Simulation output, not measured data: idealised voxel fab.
You're looking at the process module voxel wiring stack.
Square cells of 5 nm make up the cross-section cut, whose width is 210 nm.
Format of a cross-section: grid, square cells. Given as bands. Order: top down. Band: one or more rows of cells.
Read a band's entry like this: the first values are the height of its top and the height of its bottom in nm, and what follows is the sequence of materials from left to right, each with its width in nm. Note that "blank" is empty space, and that a single material marked "full width" reaches across the band from edge to edge.
For the purposes of this specification, 0 denotes the height below which the wafer in its as-received condition is composed wholly of one material, and the lowermost band, lacking a lower limit, extends downward without end, as expressed in "0 down".
Width "30->40": first value at the band's top row of cells, second value at its bottom row, equal change from row to row.
Reading "left unchanged" for a step: not a cell of the cross-section changed in it.
For the entry "Entrapped voids", the listed items are empty spaces with no open way to the top whose size is 8 cells or more; each item follows the pattern width x height at distance, where distance is from the left edge and all three are in nm.
Where a step's line continues beyond its settings, the continuation is a remark by the simulator itself on that step.
If you see "overlay nm" on a step's line and that step has a mask, it's telling you how far right of where it was planned the mask ended up; a negative number means it went left instead.

-- So here's the lineup of process steps we planned
1,RECEIVE: material Si
2,CONFORMAL_DEP: material SiO2, thk nm 15
3,DIRECTIONAL_DEP: material TiN, thk nm 5
4,DIRECTIONAL_DEP: material W, thk nm 20
5,MASKED_ETCH: tone cover, mask id METAL_1, width nm 20, pitch nm 35, etch materials W, depth nm 20, overlay nm 0
6,MASKED_ETCH: tone cover, mask id METAL_1, width nm 20, pitch nm 35, etch materials TiN, depth nm 5, overlay nm 0
7,CONFORMAL_DEP: material SiN, thk nm 5
8,FILL_DEP: material SiO2, thk nm 5
9,CMP: height nm 40
10,CONFORMAL_DEP: material SiCN, thk nm 5
11,DIRECTIONAL_DEP: material SiO2, thk nm 35
12,MASKED_ETCH: tone open, mask id METAL_2, width nm 20, pitch nm 35, etch materials SiO2, depth nm 20, overlay nm 0
13,MASKED_ETCH: tone open, mask id METAL_2_HOLES, width nm 15, etch materials SiO2, depth nm 15, overlay nm 0
14,MASKED_ETCH: tone open, mask id METAL_2_HOLES, width nm 15, etch materials SiCN, depth nm 5, overlay nm 0
15,CONFORMAL_DEP: material TiN, thk nm 5
16,FILL_DEP: material Cu, thk nm 5
17,CMP: height nm 80
18,CONFORMAL_DEP: material SiCN, thk nm 5
19,DIRECTIONAL_DEP: material SiO2, thk nm 10
20,MASKED_ETCH: tone open, mask id PLUG_2, width nm 15, pitch nm 35, etch materials SiO2, depth nm 10, overlay nm 0
21,MASKED_ETCH: tone open, mask id PLUG_2, width nm 15, pitch nm 35, etch materials SiCN, depth nm 5, overlay nm 0
22,EPI: material Ru, thk nm 10
23,EPI: material Ru, thk nm 5
24,CONFORMAL_DEP: material SiN, thk nm 5
25,DIRECTIONAL_DEP: material SiO2, thk nm 15
26,PATTERN: tone open, mask id METAL_3, material resist, width nm 20, pitch nm 35, thk nm 20, overlay nm 0
27,DIRECTIONAL_ETCH: etch materials SiO2, depth nm 15
28,DIRECTIONAL_ETCH: etch materials SiN, depth nm 5
29,STRIP: etch materials resist
30,CONFORMAL_DEP: material TiN, thk nm 5
31,FILL_DEP: material W, thk nm 10
32,CMP: height nm 115
33,CONFORMAL_DEP: material SiCN, thk nm 5
34,DIRECTIONAL_DEP: material SiO2, thk nm 35
35,PATTERN: tone open, mask id METAL_4, material resist, width nm 20, pitch nm 35, thk nm 20, overlay nm 0
36,DIRECTIONAL_ETCH: etch materials SiO2, depth nm 20
37,STRIP: etch materials resist
38,DIRECTIONAL_DEP: material aC, thk nm 10
39,PATTERN: tone open, mask id METAL_4_HOLES, material resist, width nm 15, pitch nm 35, thk nm 25, overlay nm 0
40,DIRECTIONAL_ETCH: etch materials aC, depth nm 10
41,STRIP: etch materials resist
42,DIRECTIONAL_ETCH: etch materials SiO2, depth nm 15
43,DIRECTIONAL_ETCH: etch materials SiCN, depth nm 5
44,STRIP: etch materials aC
45,CONFORMAL_DEP: material TiN, thk nm 5
46,FILL_DEP: material Cu, thk nm 10
47,CMP: height nm 155
48,CONFORMAL_DEP: material SiCN, thk nm 5

-- Incoming wafer, cross-sectional view, post step 1
* 0 down: Si full width
* Entrapped voids: none

-- Wafer at module end, in section. Began as above, planned as above, run with one mistake
* 160 to 155: SiCN full width
* 155 to 140: SiO2: 75, then TiN: 5, then Cu: 10, then TiN: 5, then SiO2: 15, then TiN: 5, then Cu: 10, then TiN: 5, then SiO2: 80
* 140 to 135: SiO2: 75, then TiN: 5, then Cu: 5, then TiN: 10, then SiO2: 15, then TiN: 5, then Cu: 5, then TiN: 10, then SiO2: 80
* 135 to 120: SiO2: 75, then TiN: 5, then Cu: 5, then TiN: 5, then SiO2: 20, then TiN: 5, then Cu: 5, then TiN: 5, then SiO2: 85
* 120 to 115: SiCN: 75, then TiN: 15, then SiCN: 20, then TiN: 15, then SiCN: 85
* 115 to 110: W: 55, then TiN: 5, then SiO2: 15, then TiN: 5, then W: 10, then TiN: 5, then SiO2: 15, then TiN: 5, then W: 10, then TiN: 5, then SiO2: 10, then TiN: 5, then W: 65
* 110 to 105: TiN: 60, then SiO2: 15, then TiN: 5, then W: 10, then TiN: 5, then SiO2: 15, then TiN: 5, then W: 10, then TiN: 5, then SiO2: 10, then TiN: 70
* 105 to 100: SiO2: 75, then TiN: 5, then W: 10, then TiN: 5, then SiO2: 15, then TiN: 5, then W: 10, then TiN: 5, then SiO2: 80
* 100 to 95: SiO2: 60, then SiN: 15, then TiN: 20, then SiN: 15, then TiN: 20, then SiN: 10, then SiO2: 70
* 95 to 90: SiO2: 60, then SiN: 5, then Ru: 70, then SiN: 5, then SiO2: 70
* 90 to 85: SiN: 65, then Ru: 70, then SiN: 75
* 85 to 80: SiCN: 75, then Ru: 15, then SiCN: 20, then Ru: 15, then SiCN: 85
* 80 to 65: SiO2: 75, then TiN: 5, then Cu: 10, then TiN: 5, then SiO2: 15, then TiN: 5, then Cu: 10, then TiN: 5, then SiO2: 80
* 65 to 60: SiO2: 75, then TiN: 5, then Cu: 5, then TiN: 10, then SiO2: 15, then TiN: 20, then SiO2: 80
* 60 to 45: SiO2: 75, then TiN: 5, then Cu: 5, then TiN: 5, then SiO2: 120
* 45 to 40: SiCN: 75, then TiN: 15, then SiCN: 120
* 40 to 20: SiO2: 70, then SiN: 5, then W: 20, then SiN: 5, then SiO2: 5, then SiN: 5, then W: 20, then SiN: 5, then SiO2: 75
* 20 to 15: SiN: 75, then TiN: 20, then SiN: 15, then TiN: 20, then SiN: 80
* 15 to 0: SiO2 full width
* 0 down: Si full width
* Entrapped voids: none
Processing error: plan step 19 was not performed, having been skipped
